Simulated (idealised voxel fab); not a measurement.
process module | voxel ribs on slabs
cross-section cut | 140 nm wide | cells 5 nm
A cross-section is a grid of square cells, given in bands from the top down. A band is one or more rows of cells.
Each band's line starts with the height of the band's top and of its bottom, in nm. Then come its materials from left to right, each with its width in nm. One material with "throughout" fills the band from edge to edge. "air" is empty space.
Height 0 is the level under which the wafer as received is all one material. The lowest band goes on downwards, as in "0 down".
A width such as "30 to 40" changes by the same amount from each row of cells to the next, from the band's top row to its bottom row.
"no change" after a step means that no cell of the cross-section changed.
closed voids: empty space of 8 cells or more with no open way to the top, each as width x height at its distance from the left edge, in nm
after a step's settings: what the simulator itself notes on the step
overlay nm, on a step with a mask: how far to the right of its planned place the mask lay; to the left if negative
plan
1 op RECEIVE | material Si
2 op DIRECTIONAL_DEP | material SiO2 | thk nm 20
3 op DIRECTIONAL_DEP | material polySi | thk nm 20
4 op DIRECTIONAL_DEP | material aC | thk nm 10
5 op PATTERN | tone cover | mask id RIB | material resist | width nm 20 | thk nm 30 | overlay nm 0
6 op DIRECTIONAL_ETCH | etch materials aC | depth nm 10
7 op STRIP | etch materials resist
8 op DIRECTIONAL_ETCH | etch materials polySi | depth nm 15
9 op STRIP | etch materials aC
10 op MASKED_ETCH | tone cover | mask id SLAB | width nm 50 | etch materials polySi | depth nm 5 | overlay nm 0
11 op FILL_DEP | material SiO2 | thk nm 20
12 op CMP | height nm 55
13 op DIRECTIONAL_DEP | material W | thk nm 10
14 op MASKED_ETCH | tone cover | mask id HEATER | width nm 30 | etch materials W | depth nm 10 | overlay nm 0
15 op CONFORMAL_DEP | material SiN | thk nm 5
first wafer, as planned
as received, after step 1
  0 down: Si throughout
  closed voids: none
after step 2
  20 to 0: SiO2 throughout
  below 0: unchanged
after step 3
  40 to 20: polySi throughout
  below 20: unchanged
after step 4
  50 to 40: aC throughout
  below 40: unchanged
after step 5
  80 to 50: air 60 | resist 20 | air 60
  below 50: unchanged
after step 6
  70 to 50: air 60 | resist 20 | air 60
  50 to 40: air 60 | aC 20 | air 60
  below 40: unchanged
after step 7
  50 to 40: air 60 | aC 20 | air 60
  below 40: unchanged
after step 8
  50 to 40: air 60 | aC 20 | air 60
  40 to 25: air 60 | polySi 20 | air 60
  below 25: unchanged
after step 9
  40 to 25: air 60 | polySi 20 | air 60
  below 25: unchanged
after step 10
  40 to 25: air 60 | polySi 20 | air 60
  25 to 20: air 45 | polySi 50 | air 45
  below 20: unchanged
after step 11
  60 to 40: SiO2 throughout
  40 to 25: SiO2 60 | polySi 20 | SiO2 60
  25 to 20: SiO2 45 | polySi 50 | SiO2 45
  below 20: unchanged
after step 12
  55 to 40: SiO2 throughout
  below 40: unchanged
after step 13
  65 to 55: W throughout
  below 55: unchanged
after step 14
  65 to 55: air 55 | W 30 | air 55
  below 55: unchanged
after step 15
  70 to 65: air 50 | SiN 40 | air 50
  65 to 60: air 50 | SiN 5 | W 30 | SiN 5 | air 50
  60 to 55: SiN 55 | W 30 | SiN 55
  below 55: unchanged
second wafer: like start, like plan, one mistake. Through step 2 it matches the first wafer
when step 3 should have ended
  30 to 20: aC throughout
  below 20: unchanged
when step 4 should have ended
  50 to 30: polySi throughout
  below 30: unchanged
when step 5 should have ended
  80 to 50: air 60 | resist 20 | air 60
  below 50: unchanged
when step 6 should have ended
  70 to 50: air 60 | resist 20 | air 60
  below 50: unchanged
when step 7 should have ended
  50 to 30: polySi throughout
  below 30: unchanged
when step 8 should have ended
  35 to 30: polySi throughout
  below 30: unchanged
when step 9 should have ended: no change
when step 10 should have ended
  35 to 30: air 45 | polySi 50 | air 45
  below 30: unchanged
when step 11 should have ended
  55 to 35: SiO2 throughout
  35 to 30: SiO2 45 | polySi 50 | SiO2 45
  below 30: unchanged
when step 12 should have ended: no change
when step 13 should have ended
  65 to 55: W throughout
  below 55: unchanged
when step 14 should have ended
  65 to 55: air 55 | W 30 | air 55
  below 55: unchanged
when step 15 should have ended
  70 to 65: air 50 | SiN 40 | air 50
  65 to 60: air 50 | SiN 5 | W 30 | SiN 5 | air 50
  60 to 55: SiN 55 | W 30 | SiN 55
  below 55: unchanged
what went wrong: steps 3 and 4 were swapped
at the end the second wafer has, in cells: 44 fewer of SiO2 | 56 more of aC | 12 fewer of polySi
